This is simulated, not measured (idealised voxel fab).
You're looking at the process module voxel wiring stack.
Cross-sectional view cut (width: 290 nm; square cell size: 5 nm).
This document writes a cross-section as a grid whose cells are square, and gives it as bands, listed from the top down; one or more rows of cells form a band. In this notation a band is specified by the heights of its top and bottom, in that order and in nm, after which its materials appear from left to right, each paired with its width in nm. The word "full width" attached to a single material means that material fills the band from edge to edge; the word "blank" stands for empty space. Below 0: as-received wafer, all one material; heights counted from there. Lowest band: no bottom, goes on down, written "0..down". Per-row width for "30->40": begins at first number (top row of band), ends at second number (bottom row), increment between rows held constant. Step marked "no modification"? Then no cell in the cross-section changed in it. Closed empty spaces (no open way to the top) of 8 cells or more are what "Enclosed voids" lists, each as width x height at distance from the left edge, nm for all three. That trailing text on a step's line, after the settings, is the simulator's own remark on the step. overlay nm: how far to the right of its planned place the mask lay on this masked step (negative: to the left). Pairs ahead. Before: cross-section ahead of one process step. After: cross-section once the step is done, shown to the lowest changed band only. Under each pair: that step, with settings. Caution: pairs may come from different runs of this module on the same starting wafer; a pair follows the pair above only where its "Pre-step profile" entry says so.
Pre-step profile:
> 0..down  Si full width
> Enclosed voids: none
State After Step:
> 10..0  SiO2 full width
> Beneath the level 0, the cross-section is identical to its previous state.
> Enclosed voids: none
Step sandwiched between the two cross-sections above: CONFORMAL_DEP, material SiO2, thk nm 10
Pre-step profile: The prior state of this step coincides with the post-step cross-section of the pair just above.
State After Step:
> 15..10  TiN full width
> Beneath the level 10, the cross-section is identical to its previous state.
> Enclosed voids: none
Step sandwiched between the two cross-sections above: DIRECTIONAL_DEP, material TiN, thk nm 5
Pre-step profile: The prior state of this step coincides with the post-step cross-section of the pair just above.
State After Step:
> 35..15  W full width
> Beneath the level 15, the cross-section is identical to its previous state.
> Enclosed voids: none
Step sandwiched between the two cross-sections above: DIRECTIONAL_DEP, material W, thk nm 20
Pre-step profile: The prior state of this step coincides with the post-step cross-section of the pair just above.
State After Step:
> 35..15  110 blank; 25 W; 20 blank; 25 W; 110 blank
> Beneath the level 15, the cross-section is identical to its previous state.
> Enclosed voids: none
Step sandwiched between the two cross-sections above: MASKED_ETCH, tone cover, mask id METAL_1, width nm 25, pitch nm 45, etch materials W, depth nm 20, overlay nm 0
Pre-step profile: The prior state of this step coincides with the post-step cross-section of the pair just above.
State After Step:
> 35..15  110 blank; 25 W; 20 blank; 25 W; 110 blank
> 15..10  110 blank; 25 TiN; 20 blank; 25 TiN; 110 blank
> Beneath the level 10, the cross-section is identical to its previous state.
> Enclosed voids: none
Step sandwiched between the two cross-sections above: MASKED_ETCH, tone cover, mask id METAL_1, width nm 25, pitch nm 45, etch materials TiN, depth nm 5, overlay nm 0
Pre-step profile: The prior state of this step coincides with the post-step cross-section of the pair just above.
State After Step:
> 40..35  lowk full width
> 35..15  110 lowk; 25 W; 20 lowk; 25 W; 110 lowk
> 15..10  110 lowk; 25 TiN; 20 lowk; 25 TiN; 110 lowk
> Beneath the level 10, the cross-section is identical to its previous state.
> Enclosed voids: none
Step sandwiched between the two cross-sections above: FILL_DEP, material lowk, thk nm 5
Pre-step profile: The prior state of this step coincides with the post-step cross-section of the pair just above.
State After Step:
> 35..15  110 lowk; 25 W; 20 lowk; 25 W; 110 lowk
> Beneath the level 15, the cross-section is identical to its previous state.
> Enclosed voids: none
Step sandwiched between the two cross-sections above: CMP, height nm 35
Pre-step profile: The prior state of this step coincides with the post-step cross-section of the pair just above.
State After Step:
> 40..35  SiCN full width
> Beneath the level 35, the cross-section is identical to its previous state.
> Enclosed voids: none
Step sandwiched between the two cross-sections above: CONFORMAL_DEP, material SiCN, thk nm 5
Pre-step profile: The prior state of this step coincides with the post-step cross-section of the pair just above.
State After Step:
> 70..40  lowk full width
> Beneath the level 40, the cross-section is identical to its previous state.
> Enclosed voids: none
Step sandwiched between the two cross-sections above: DIRECTIONAL_DEP, material lowk, thk nm 30
Pre-step profile: The prior state of this step coincides with the post-step cross-section of the pair just above.
State After Step:
> 80..70  aC full width
> Beneath the level 70, the cross-section is identical to its previous state.
> Enclosed voids: none
Step sandwiched between the two cross-sections above: DIRECTIONAL_DEP, material aC, thk nm 10
Pre-step profile: The prior state of this step coincides with the post-step cross-section of the pair just above.
State After Step:
> 110..80  110 resist; 15 blank; 165 resist
> Beneath the level 80, the cross-section is identical to its previous state.
> Enclosed voids: none
Step sandwiched between the two cross-sections above: PATTERN, tone open, mask id METAL_2_HOLES, material resist, width nm 15, thk nm 30, overlay nm 0
Pre-step profile: The prior state of this step coincides with the post-step cross-section of the pair just above.
State After Step:
> 100..80  110 resist; 15 blank; 165 resist
> 80..70  110 aC; 15 blank; 165 aC
> Beneath the level 70, the cross-section is identical to its previous state.
> Enclosed voids: none
Step sandwiched between the two cross-sections above: DIRECTIONAL_ETCH, etch materials aC, depth nm 10
Pre-step profile: The prior state of this step coincides with the post-step cross-section of the pair just above.
State After Step:
> 80..70  110 aC; 15 blank; 165 aC
> Beneath the level 70, the cross-section is identical to its previous state.
> Enclosed voids: none
Step sandwiched between the two cross-sections above: STRIP, etch materials resist
Pre-step profile: The prior state of this step coincides with the post-step cross-section of the pair just above.
State After Step:
> 80..70  110 aC; 15 blank; 165 aC
> 70..40  110 lowk; 15 blank; 165 lowk
> Beneath the level 40, the cross-section is identical to its previous state.
> Enclosed voids: none
Step sandwiched between the two cross-sections above: DIRECTIONAL_ETCH, etch materials lowk, depth nm 30
Pre-step profile: The prior state of this step coincides with the post-step cross-section of the pair just above.
State After Step:
> 70..40  110 lowk; 15 blank; 165 lowk
> Beneath the level 40, the cross-section is identical to its previous state.
> Enclosed voids: none
Step sandwiched between the two cross-sections above: STRIP, etch materials aC
Pre-step profile: The prior state of this step coincides with the post-step cross-section of the pair just above.
State After Step:
> 70..55  110 lowk; 25 blank; 20 lowk; 25 blank; 110 lowk
> Beneath the level 55, the cross-section is identical to its previous state.
> Enclosed voids: none
Step sandwiched between the two cross-sections above: MASKED_ETCH, tone open, mask id METAL_2, width nm 25, pitch nm 45, etch materials lowk, depth nm 15, overlay nm 0
Pre-step profile: The prior state of this step coincides with the post-step cross-section of the pair just above.
State After Step:
> 70..55  110 lowk; 25 blank; 20 lowk; 25 blank; 110 lowk
> 55..40  110 lowk; 15 blank; 165 lowk
> 40..35  110 SiCN; 15 blank; 165 SiCN
> Beneath the level 35, the cross-section is identical to its previous state.
> Enclosed voids: none
Step sandwiched between the two cross-sections above: MASKED_ETCH, tone open, mask id METAL_2, width nm 25, pitch nm 45, etch materials SiCN, depth nm 5, overlay nm 0
Pre-step profile: The prior state of this step coincides with the post-step cross-section of the pair just above.
State After Step:
> 75..70  115 TiN; 15 blank; 30 TiN; 15 blank; 115 TiN
> 70..60  110 lowk; 5 TiN; 15 blank; 5 TiN; 20 lowk; 5 TiN; 15 blank; 5 TiN; 110 lowk
> 60..55  110 lowk; 5 TiN; 5 blank; 15 TiN; 20 lowk; 25 TiN; 110 lowk
> 55..40  110 lowk; 5 TiN; 5 blank; 5 TiN; 165 lowk
> 40..35  110 SiCN; 15 TiN; 165 SiCN
> Beneath the level 35, the cross-section is identical to its previous state.
> Enclosed voids: none
Step sandwiched between the two cross-sections above: CONFORMAL_DEP, material TiN, thk nm 5
Pre-step profile: The prior state of this step coincides with the post-step cross-section of the pair just above.
State After Step:
> 85..75  Ru full width
> 75..70  115 TiN; 15 Ru; 30 TiN; 15 Ru; 115 TiN
> 70..60  110 lowk; 5 TiN; 15 Ru; 5 TiN; 20 lowk; 5 TiN; 15 Ru; 5 TiN; 110 lowk
> 60..55  110 lowk; 5 TiN; 5 Ru; 15 TiN; 20 lowk; 25 TiN; 110 lowk
> 55..40  110 lowk; 5 TiN; 5 Ru; 5 TiN; 165 lowk
> Beneath the level 40, the cross-section is identical to its previous state.
> Enclosed voids: none
Step sandwiched between the two cross-sections above: FILL_DEP, material Ru, thk nm 10
Pre-step profile: The prior state of this step coincides with the post-step cross-section of the pair just above.
State After Step:
> 70..60  110 lowk; 5 TiN; 15 Ru; 5 TiN; 20 lowk; 5 TiN; 15 Ru; 5 TiN; 110 lowk
> Beneath the level 60, the cross-section is identical to its previous state.
> Enclosed voids: none
Step sandwiched between the two cross-sections above: CMP, height nm 70
Pre-step profile: The prior state of this step coincides with the post-step cross-section of the pair just above.
State After Step:
> 75..70  SiN full width
> Beneath the level 70, the cross-section is identical to its previous state.
> Enclosed voids: none
Step sandwiched between the two cross-sections above: CONFORMAL_DEP, material SiN, thk nm 5
Pre-step profile:
> 85..75  Ru full width
> 75..70  115 TiN; 15 Ru; 30 TiN; 15 Ru; 115 TiN
> 70..60  110 lowk; 5 TiN; 15 Ru; 5 TiN; 20 lowk; 5 TiN; 15 Ru; 5 TiN; 110 lowk
> 60..55  110 lowk; 5 TiN; 5 Ru; 15 TiN; 20 lowk; 25 TiN; 110 lowk
> 55..40  110 lowk; 5 TiN; 5 Ru; 5 TiN; 165 lowk
> 40..35  110 SiCN; 15 TiN; 165 SiCN
> 35..15  110 lowk; 25 W; 20 lowk; 25 W; 110 lowk
> 15..10  110 lowk; 25 TiN; 20 lowk; 25 TiN; 110 lowk
> 10..0  SiO2 full width
> 0..down  Si full width
> Enclosed voids: none
State After Step:
> 90..85  SiN full width
> Beneath the level 85, the cross-section is identical to its previous state.
> Enclosed voids: none
Step sandwiched between the two cross-sections above: CONFORMAL_DEP, material SiN, thk nm 5
Pre-step profile:
> 70..55  110 lowk; 25 blank; 20 lowk; 25 blank; 110 lowk
> 55..40  110 lowk; 15 blank; 165 lowk
> 40..35  SiCN full width
> 35..15  110 lowk; 25 W; 20 lowk; 25 W; 110 lowk
> 15..10  110 lowk; 25 TiN; 20 lowk; 25 TiN; 110 lowk
> 10..0  SiO2 full width
> 0..down  Si full width
> Enclosed voids: none
State After Step:
> 70..40  110 lowk; 25 blank; 20 lowk; 25 blank; 110 lowk
> Beneath the level 40, the cross-section is identical to its previous state.
> Enclosed voids: none
Step sandwiched between the two cross-sections above: MASKED_ETCH, tone open, mask id METAL_2, width nm 25, pitch nm 45, etch materials lowk, depth nm 15, overlay nm 0
Pre-step profile: The prior state of this step coincides with the post-step cross-section of the pair just above.
State After Step:
> 70..40  110 lowk; 25 blank; 20 lowk; 25 blank; 110 lowk
> 40..35  110 SiCN; 25 blank; 20 SiCN; 25 blank; 110 SiCN
> Beneath the level 35, the cross-section is identical to its previous state.
> Enclosed voids: none
Step sandwiched between the two cross-sections above: MASKED_ETCH, tone open, mask id METAL_2, width nm 25, pitch nm 45, etch materials SiCN, depth nm 5, overlay nm 0
Pre-step profile: The prior state of this step coincides with the post-step cross-section of the pair just above.
State After Step:
> 75..70  115 TiN; 15 blank; 30 TiN; 15 blank; 115 TiN
> 70..40  110 lowk; 5 TiN; 15 blank; 5 TiN; 20 lowk; 5 TiN; 15 blank; 5 TiN; 110 lowk
> 40..35  110 SiCN; 25 TiN; 20 SiCN; 25 TiN; 110 SiCN
> Beneath the level 35, the cross-section is identical to its previous state.
> Enclosed voids: none
Step sandwiched between the two cross-sections above: CONFORMAL_DEP, material TiN, thk nm 5
Pre-step profile: The prior state of this step coincides with the post-step cross-section of the pair just above.
State After Step:
> 85..75  Ru full width
> 75..70  115 TiN; 15 Ru; 30 TiN; 15 Ru; 115 TiN
> 70..40  110 lowk; 5 TiN; 15 Ru; 5 TiN; 20 lowk; 5 TiN; 15 Ru; 5 TiN; 110 lowk
> Beneath the level 40, the cross-section is identical to its previous state.
> Enclosed voids: none
Step sandwiched between the two cross-sections above: FILL_DEP, material Ru, thk nm 10
Pre-step profile: The prior state of this step coincides with the post-step cross-section of the pair just above.
State After Step:
> 70..40  110 lowk; 5 TiN; 15 Ru; 5 TiN; 20 lowk; 5 TiN; 15 Ru; 5 TiN; 110 lowk
> Beneath the level 40, the cross-section is identical to its previous state.
> Enclosed voids: none
Step sandwiched between the two cross-sections above: CMP, height nm 70
Pre-step profile: The prior state of this step coincides with the post-step cross-section of the pair just above.
State After Step:
> 75..70  SiN full width
> Beneath the level 70, the cross-section is identical to its previous state.
> Enclosed voids: none
Step sandwiched between the two cross-sections above: CONFORMAL_DEP, material SiN, thk nm 5
Pre-step profile:
> 10..0  SiO2 full width
> 0..down  Si full width
> Enclosed voids: none
State After Step:
> 30..10  W full width
> Beneath the level 10, the cross-section is identical to its previous state.
> Enclosed voids: none
Step sandwiched between the two cross-sections above: DIRECTIONAL_DEP, material W, thk nm 20
Pre-step profile: The prior state of this step coincides with the post-step cross-section of the pair just above.
State After Step:
> 35..30  TiN full width
> Beneath the level 30, the cross-section is identical to its previous state.
> Enclosed voids: none
Step sandwiched between the two cross-sections above: DIRECTIONAL_DEP, material TiN, thk nm 5
Pre-step profile: The prior state of this step coincides with the post-step cross-section of the pair just above.
State After Step:
> 35..30  110 blank; 25 TiN; 20 blank; 25 TiN; 110 blank
> Beneath the level 30, the cross-section is identical to its previous state.
> Enclosed voids: none
Step sandwiched between the two cross-sections above: MASKED_ETCH, tone cover, mask id METAL_1, width nm 25, pitch nm 45, etch materials TiN, depth nm 5, overlay nm 0
Pre-step profile: The prior state of this step coincides with the post-step cross-section of the pair just above.
State After Step:
> 40..35  lowk full width
> 35..30  110 lowk; 25 TiN; 20 lowk; 25 TiN; 110 lowk
> Beneath the level 30, the cross-section is identical to its previous state.
> Enclosed voids: none
Step sandwiched between the two cross-sections above: FILL_DEP, material lowk, thk nm 5
Pre-step profile: The prior state of this step coincides with the post-step cross-section of the pair just above.
State After Step:
> 35..30  110 lowk; 25 TiN; 20 lowk; 25 TiN; 110 lowk
> Beneath the level 30, the cross-section is identical to its previous state.
> Enclosed voids: none
Step sandwiched between the two cross-sections above: CMP, height nm 35
Pre-step profile: The prior state of this step coincides with the post-step cross-section of the pair just above.
State After Step:
> 40..35  SiCN full width
> Beneath the level 35, the cross-section is identical to its previous state.
> Enclosed voids: none
Step sandwiched between the two cross-sections above: CONFORMAL_DEP, material SiCN, thk nm 5
Pre-step profile: The prior state of this step coincides with the post-step cross-section of the pair just above.
State After Step:
> 70..40  lowk full width
> Beneath the level 40, the cross-section is identical to its previous state.
> Enclosed voids: none
Step sandwiched between the two cross-sections above: DIRECTIONAL_DEP, material lowk, thk nm 30
Pre-step profile: The prior state of this step coincides with the post-step cross-section of the pair just above.
State After Step:
> 80..70  aC full width
> Beneath the level 70, the cross-section is identical to its previous state.
> Enclosed voids: none
Step sandwiched between the two cross-sections above: DIRECTIONAL_DEP, material aC, thk nm 10
Pre-step profile: The prior state of this step coincides with the post-step cross-section of the pair just above.
State After Step:
> 110..80  110 resist; 15 blank; 165 resist
> Beneath the level 80, the cross-section is identical to its previous state.
> Enclosed voids: none
Step sandwiched between the two cross-sections above: PATTERN, tone open, mask id METAL_2_HOLES, material resist, width nm 15, thk nm 30, overlay nm 0
Pre-step profile: The prior state of this step coincides with the post-step cross-section of the pair just above.
State After Step:
> 100..80  110 resist; 15 blank; 165 resist
> 80..70  110 aC; 15 blank; 165 aC
> Beneath the level 70, the cross-section is identical to its previous state.
> Enclosed voids: none
Step sandwiched between the two cross-sections above: DIRECTIONAL_ETCH, etch materials aC, depth nm 10
Pre-step profile: The prior state of this step coincides with the post-step cross-section of the pair just above.
State After Step:
> 80..70  110 aC; 15 blank; 165 aC
> Beneath the level 70, the cross-section is identical to its previous state.
> Enclosed voids: none
Step sandwiched between the two cross-sections above: STRIP, etch materials resist
Pre-step profile: The prior state of this step coincides with the post-step cross-section of the pair just above.
State After Step:
> 80..70  110 aC; 15 blank; 165 aC
> 70..40  110 lowk; 15 blank; 165 lowk
> Beneath the level 40, the cross-section is identical to its previous state.
> Enclosed voids: none
Step sandwiched between the two cross-sections above: DIRECTIONAL_ETCH, etch materials lowk, depth nm 30
Pre-step profile: The prior state of this step coincides with the post-step cross-section of the pair just above.
State After Step:
> 70..40  110 lowk; 15 blank; 165 lowk
> Beneath the level 40, the cross-section is identical to its previous state.
> Enclosed voids: none
Step sandwiched between the two cross-sections above: STRIP, etch materials aC
Pre-step profile: The prior state of this step coincides with the post-step cross-section of the pair just above.
State After Step:
> 70..55  110 lowk; 25 blank; 20 lowk; 25 blank; 110 lowk
> Beneath the level 55, the cross-section is identical to its previous state.
> Enclosed voids: none
Step sandwiched between the two cross-sections above: MASKED_ETCH, tone open, mask id METAL_2, width nm 25, pitch nm 45, etch materials lowk, depth nm 15, overlay nm 0
Pre-step profile: The prior state of this step coincides with the post-step cross-section of the pair just above.
State After Step:
> 70..55  110 lowk; 25 blank; 20 lowk; 25 blank; 110 lowk
> 55..40  110 lowk; 15 blank; 165 lowk
> 40..35  110 SiCN; 15 blank; 165 SiCN
> Beneath the level 35, the cross-section is identical to its previous state.
> Enclosed voids: none
Step sandwiched between the two cross-sections above: MASKED_ETCH, tone open, mask id METAL_2, width nm 25, pitch nm 45, etch materials SiCN, depth nm 5, overlay nm 0
Pre-step profile: The prior state of this step coincides with the post-step cross-section of the pair just above.
State After Step:
> 75..70  115 TiN; 15 blank; 30 TiN; 15 blank; 115 TiN
> 70..60  110 lowk; 5 TiN; 15 blank; 5 TiN; 20 lowk; 5 TiN; 15 blank; 5 TiN; 110 lowk
> 60..55  110 lowk; 5 TiN; 5 blank; 15 TiN; 20 lowk; 25 TiN; 110 lowk
> 55..40  110 lowk; 5 TiN; 5 blank; 5 TiN; 165 lowk
> 40..35  110 SiCN; 15 TiN; 165 SiCN
> Beneath the level 35, the cross-section is identical to its previous state.
> Enclosed voids: none
Step sandwiched between the two cross-sections above: CONFORMAL_DEP, material TiN, thk nm 5
Pre-step profile: The prior state of this step coincides with the post-step cross-section of the pair just above.
State After Step:
> 85..75  Ru full width
> 75..70  115 TiN; 15 Ru; 30 TiN; 15 Ru; 115 TiN
> 70..60  110 lowk; 5 TiN; 15 Ru; 5 TiN; 20 lowk; 5 TiN; 15 Ru; 5 TiN; 110 lowk
> 60..55  110 lowk; 5 TiN; 5 Ru; 15 TiN; 20 lowk; 25 TiN; 110 lowk
> 55..40  110 lowk; 5 TiN; 5 Ru; 5 TiN; 165 lowk
> Beneath the level 40, the cross-section is identical to its previous state.
> Enclosed voids: none
Step sandwiched between the two cross-sections above: FILL_DEP, material Ru, thk nm 10
Pre-step profile: The prior state of this step coincides with the post-step cross-section of the pair just above.
State After Step:
> 70..60  110 lowk; 5 TiN; 15 Ru; 5 TiN; 20 lowk; 5 TiN; 15 Ru; 5 TiN; 110 lowk
> Beneath the level 60, the cross-section is identical to its previous state.
> Enclosed voids: none
Step sandwiched between the two cross-sections above: CMP, height nm 70
Pre-step profile: The prior state of this step coincides with the post-step cross-section of the pair just above.
State After Step:
> 75..70  SiN full width
> Beneath the level 70, the cross-section is identical to its previous state.
> Enclosed voids: none
Step sandwiched between the two cross-sections above: CONFORMAL_DEP, material SiN, thk nm 5
Pre-step profile:
> 0..down  Si full width
> Enclosed voids: none
State After Step:
> 15..0  SiO2 full width
> Beneath the level 0, the cross-section is identical to its previous state.
> Enclosed voids: none
Step sandwiched between the two cross-sections above: CONFORMAL_DEP, material SiO2, thk nm 15
Pre-step profile: The prior state of this step coincides with the post-step cross-section of the pair just above.
State After Step:
> 20..15  TiN full width
> Beneath the level 15, the cross-section is identical to its previous state.
> Enclosed voids: none
Step sandwiched between the two cross-sections above: DIRECTIONAL_DEP, material TiN, thk nm 5
Pre-step profile: The prior state of this step coincides with the post-step cross-section of the pair just above.
State After Step:
> 40..20  W full width
> Beneath the level 20, the cross-section is identical to its previous state.
> Enclosed voids: none
Step sandwiched between the two cross-sections above: DIRECTIONAL_DEP, material W, thk nm 20
Pre-step profile: The prior state of this step coincides with the post-step cross-section of the pair just above.
State After Step:
> 40..20  110 blank; 25 W; 20 blank; 25 W; 110 blank
> Beneath the level 20, the cross-section is identical to its previous state.
> Enclosed voids: none
Step sandwiched between the two cross-sections above: MASKED_ETCH, tone cover, mask id METAL_1, width nm 25, pitch nm 45, etch materials W, depth nm 20, overlay nm 0
Pre-step profile: The prior state of this step coincides with the post-step cross-section of the pair just above.
State After Step:
> 40..20  110 blank; 25 W; 20 blank; 25 W; 110 blank
> 20..15  110 blank; 25 TiN; 20 blank; 25 TiN; 110 blank
> Beneath the level 15, the cross-section is identical to its previous state.
> Enclosed voids: none
Step sandwiched between the two cross-sections above: MASKED_ETCH, tone cover, mask id METAL_1, width nm 25, pitch nm 45, etch materials TiN, depth nm 5, overlay nm 0
Pre-step profile: The prior state of this step coincides with the post-step cross-section of the pair just above.
State After Step:
> 45..40  lowk full width
> 40..20  110 lowk; 25 W; 20 lowk; 25 W; 110 lowk
> 20..15  110 lowk; 25 TiN; 20 lowk; 25 TiN; 110 lowk
> Beneath the level 15, the cross-section is identical to its previous state.
> Enclosed voids: none
Step sandwiched between the two cross-sections above: FILL_DEP, material lowk, thk nm 5
Pre-step profile: The prior state of this step coincides with the post-step cross-section of the pair just above.
State After Step:
> 35..20  110 lowk; 25 W; 20 lowk; 25 W; 110 lowk
> Beneath the level 20, the cross-section is identical to its previous state.
> Enclosed voids: none
Step sandwiched between the two cross-sections above: CMP, height nm 35
Pre-step profile: The prior state of this step coincides with the post-step cross-section of the pair just above.
State After Step:
> 40..35  SiCN full width
> Beneath the level 35, the cross-section is identical to its previous state.
> Enclosed voids: none
Step sandwiched between the two cross-sections above: CONFORMAL_DEP, material SiCN, thk nm 5
Pre-step profile: The prior state of this step coincides with the post-step cross-section of the pair just above.
State After Step:
> 70..40  lowk full width
> Beneath the level 40, the cross-section is identical to its previous state.
> Enclosed voids: none
Step sandwiched between the two cross-sections above: DIRECTIONAL_DEP, material lowk, thk nm 30
Pre-step profile: The prior state of this step coincides with the post-step cross-section of the pair just above.
State After Step:
> 80..70  aC full width
> Beneath the level 70, the cross-section is identical to its previous state.
> Enclosed voids: none
Step sandwiched between the two cross-sections above: DIRECTIONAL_DEP, material aC, thk nm 10
Pre-step profile: The prior state of this step coincides with the post-step cross-section of the pair just above.
State After Step:
> 110..80  110 resist; 15 blank; 165 resist
> Beneath the level 80, the cross-section is identical to its previous state.
> Enclosed voids: none
Step sandwiched between the two cross-sections above: PATTERN, tone open, mask id METAL_2_HOLES, material resist, width nm 15, thk nm 30, overlay nm 0
Pre-step profile: The prior state of this step coincides with the post-step cross-section of the pair just above.
State After Step:
> 100..80  110 resist; 15 blank; 165 resist
> 80..70  110 aC; 15 blank; 165 aC
> Beneath the level 70, the cross-section is identical to its previous state.
> Enclosed voids: none
Step sandwiched between the two cross-sections above: DIRECTIONAL_ETCH, etch materials aC, depth nm 10
Pre-step profile: The prior state of this step coincides with the post-step cross-section of the pair just above.
State After Step:
> 80..70  110 aC; 15 blank; 165 aC
> Beneath the level 70, the cross-section is identical to its previous state.
> Enclosed voids: none
Step sandwiched between the two cross-sections above: STRIP, etch materials resist
Pre-step profile: The prior state of this step coincides with the post-step cross-section of the pair just above.
State After Step:
> 80..70  110 aC; 15 blank; 165 aC
> 70..40  110 lowk; 15 blank; 165 lowk
> Beneath the level 40, the cross-section is identical to its previous state.
> Enclosed voids: none
Step sandwiched between the two cross-sections above: DIRECTIONAL_ETCH, etch materials lowk, depth nm 30
Pre-step profile: The prior state of this step coincides with the post-step cross-section of the pair just above.
State After Step:
> 70..40  110 lowk; 15 blank; 165 lowk
> Beneath the level 40, the cross-section is identical to its previous state.
> Enclosed voids: none
Step sandwiched between the two cross-sections above: STRIP, etch materials aC
Pre-step profile: The prior state of this step coincides with the post-step cross-section of the pair just above.
State After Step:
> 70..55  110 lowk; 25 blank; 20 lowk; 25 blank; 110 lowk
> Beneath the level 55, the cross-section is identical to its previous state.
> Enclosed voids: none
Step sandwiched between the two cross-sections above: MASKED_ETCH, tone open, mask id METAL_2, width nm 25, pitch nm 45, etch materials lowk, depth nm 15, overlay nm 0
Pre-step profile: The prior state of this step coincides with the post-step cross-section of the pair just above.
State After Step:
> 70..55  110 lowk; 25 blank; 20 lowk; 25 blank; 110 lowk
> 55..40  110 lowk; 15 blank; 165 lowk
> 40..35  110 SiCN; 15 blank; 165 SiCN
> Beneath the level 35, the cross-section is identical to its previous state.
> Enclosed voids: none
Step sandwiched between the two cross-sections above: MASKED_ETCH, tone open, mask id METAL_2, width nm 25, pitch nm 45, etch materials SiCN, depth nm 5, overlay nm 0
Pre-step profile: The prior state of this step coincides with the post-step cross-section of the pair just above.
State After Step:
> 75..70  115 TiN; 15 blank; 30 TiN; 15 blank; 115 TiN
> 70..60  110 lowk; 5 TiN; 15 blank; 5 TiN; 20 lowk; 5 TiN; 15 blank; 5 TiN; 110 lowk
> 60..55  110 lowk; 5 TiN; 5 blank; 15 TiN; 20 lowk; 25 TiN; 110 lowk
> 55..40  110 lowk; 5 TiN; 5 blank; 5 TiN; 165 lowk
> 40..35  110 SiCN; 15 TiN; 165 SiCN
> Beneath the level 35, the cross-section is identical to its previous state.
> Enclosed voids: none
Step sandwiched between the two cross-sections above: CONFORMAL_DEP, material TiN, thk nm 5
Pre-step profile: The prior state of this step coincides with the post-step cross-section of the pair just above.
State After Step:
> 85..75  Ru full width
> 75..70  115 TiN; 15 Ru; 30 TiN; 15 Ru; 115 TiN
> 70..60  110 lowk; 5 TiN; 15 Ru; 5 TiN; 20 lowk; 5 TiN; 15 Ru; 5 TiN; 110 lowk
> 60..55  110 lowk; 5 TiN; 5 Ru; 15 TiN; 20 lowk; 25 TiN; 110 lowk
> 55..40  110 lowk; 5 TiN; 5 Ru; 5 TiN; 165 lowk
> Beneath the level 40, the cross-section is identical to its previous state.
> Enclosed voids: none
Step sandwiched between the two cross-sections above: FILL_DEP, material Ru, thk nm 10
Pre-step profile: The prior state of this step coincides with the post-step cross-section of the pair just above.
State After Step:
> 70..60  110 lowk; 5 TiN; 15 Ru; 5 TiN; 20 lowk; 5 TiN; 15 Ru; 5 TiN; 110 lowk
> Beneath the level 60, the cross-section is identical to its previous state.
> Enclosed voids: none
Step sandwiched between the two cross-sections above: CMP, height nm 70
Pre-step profile: The prior state of this step coincides with the post-step cross-section of the pair just above.
State After Step:
> 75..70  SiN full width
> Beneath the level 70, the cross-section is identical to its previous state.
> Enclosed voids: none
Step sandwiched between the two cross-sections above: CONFORMAL_DEP, material SiN, thk nm 5
Pre-step profile:
> 80..70  aC full width
> 70..40  lowk full width
> 40..35  SiCN full width
> 35..15  110 lowk; 25 W; 20 lowk; 25 W; 110 lowk
> 15..10  110 lowk; 25 TiN; 20 lowk; 25 TiN; 110 lowk
> 10..0  SiO2 full width
> 0..down  Si full width
> Enclosed voids: none
State After Step:
> 110..80  105 resist; 25 blank; 160 resist
> Beneath the level 80, the cross-section is identical to its previous state.
> Enclosed voids: none
Step sandwiched between the two cross-sections above: PATTERN, tone open, mask id METAL_2_HOLES, material resist, width nm 25, thk nm 30, overlay nm 0
Pre-step profile: The prior state of this step coincides with the post-step cross-section of the pair just above.
State After Step:
> 100..80  105 resist; 25 blank; 160 resist
> 80..70  105 aC; 25 blank; 160 aC
> Beneath the level 70, the cross-section is identical to its previous state.
> Enclosed voids: none
Step sandwiched between the two cross-sections above: DIRECTIONAL_ETCH, etch materials aC, depth nm 10
Pre-step profile: The prior state of this step coincides with the post-step cross-section of the pair just above.
State After Step:
> 80..70  105 aC; 25 blank; 160 aC
> Beneath the level 70, the cross-section is identical to its previous state.
> Enclosed voids: none
Step sandwiched between the two cross-sections above: STRIP, etch materials resist
Pre-step profile: The prior state of this step coincides with the post-step cross-section of the pair just above.
State After Step:
> 80..70  105 aC; 25 blank; 160 aC
> 70..40  105 lowk; 25 blank; 160 lowk
> Beneath the level 40, the cross-section is identical to its previous state.
> Enclosed voids: none
Step sandwiched between the two cross-sections above: DIRECTIONAL_ETCH, etch materials lowk, depth nm 30
Pre-step profile: The prior state of this step coincides with the post-step cross-section of the pair just above.
State After Step:
> 70..40  105 lowk; 25 blank; 160 lowk
> Beneath the level 40, the cross-section is identical to its previous state.
> Enclosed voids: none
Step sandwiched between the two cross-sections above: STRIP, etch materials aC
Pre-step profile: The prior state of this step coincides with the post-step cross-section of the pair just above.
State After Step:
> 70..55  105 lowk; 30 blank; 20 lowk; 25 blank; 110 lowk
> Beneath the level 55, the cross-section is identical to its previous state.
> Enclosed voids: none
Step sandwiched between the two cross-sections above: MASKED_ETCH, tone open, mask id METAL_2, width nm 25, pitch nm 45, etch materials lowk, depth nm 15, overlay nm 0
Pre-step profile: The prior state of this step coincides with the post-step cross-section of the pair just above.
State After Step:
> 70..55  105 lowk; 30 blank; 20 lowk; 25 blank; 110 lowk
> 55..40  105 lowk; 25 blank; 160 lowk
> 40..35  110 SiCN; 20 blank; 160 SiCN
> Beneath the level 35, the cross-section is identical to its previous state.
> Enclosed voids: none
Step sandwiched between the two cross-sections above: MASKED_ETCH, tone open, mask id METAL_2, width nm 25, pitch nm 45, etch materials SiCN, depth nm 5, overlay nm 0
Pre-step profile: The prior state of this step coincides with the post-step cross-section of the pair just above.
State After Step:
> 75..70  110 TiN; 20 blank; 30 TiN; 15 blank; 115 TiN
> 70..60  105 lowk; 5 TiN; 20 blank; 5 TiN; 20 lowk; 5 TiN; 15 blank; 5 TiN; 110 lowk
> 60..55  105 lowk; 5 TiN; 15 blank; 10 TiN; 20 lowk; 25 TiN; 110 lowk
> 55..45  105 lowk; 5 TiN; 15 blank; 5 TiN; 160 lowk
> 45..40  105 lowk; 10 TiN; 10 blank; 5 TiN; 160 lowk
> 40..35  110 SiCN; 20 TiN; 160 SiCN
> Beneath the level 35, the cross-section is identical to its previous state.
> Enclosed voids: none
Step sandwiched between the two cross-sections above: CONFORMAL_DEP, material TiN, thk nm 5
Pre-step profile: The prior state of this step coincides with the post-step cross-section of the pair just above.
State After Step:
> 85..75  Ru full width
> 75..70  110 TiN; 20 Ru; 30 TiN; 15 Ru; 115 TiN
> 70..60  105 lowk; 5 TiN; 20 Ru; 5 TiN; 20 lowk; 5 TiN; 15 Ru; 5 TiN; 110 lowk
> 60..55  105 lowk; 5 TiN; 15 Ru; 10 TiN; 20 lowk; 25 TiN; 110 lowk
> 55..45  105 lowk; 5 TiN; 15 Ru; 5 TiN; 160 lowk
> 45..40  105 lowk; 10 TiN; 10 Ru; 5 TiN; 160 lowk
> Beneath the level 40, the cross-section is identical to its previous state.
> Enclosed voids: none
Step sandwiched between the two cross-sections above: FILL_DEP, material Ru, thk nm 10
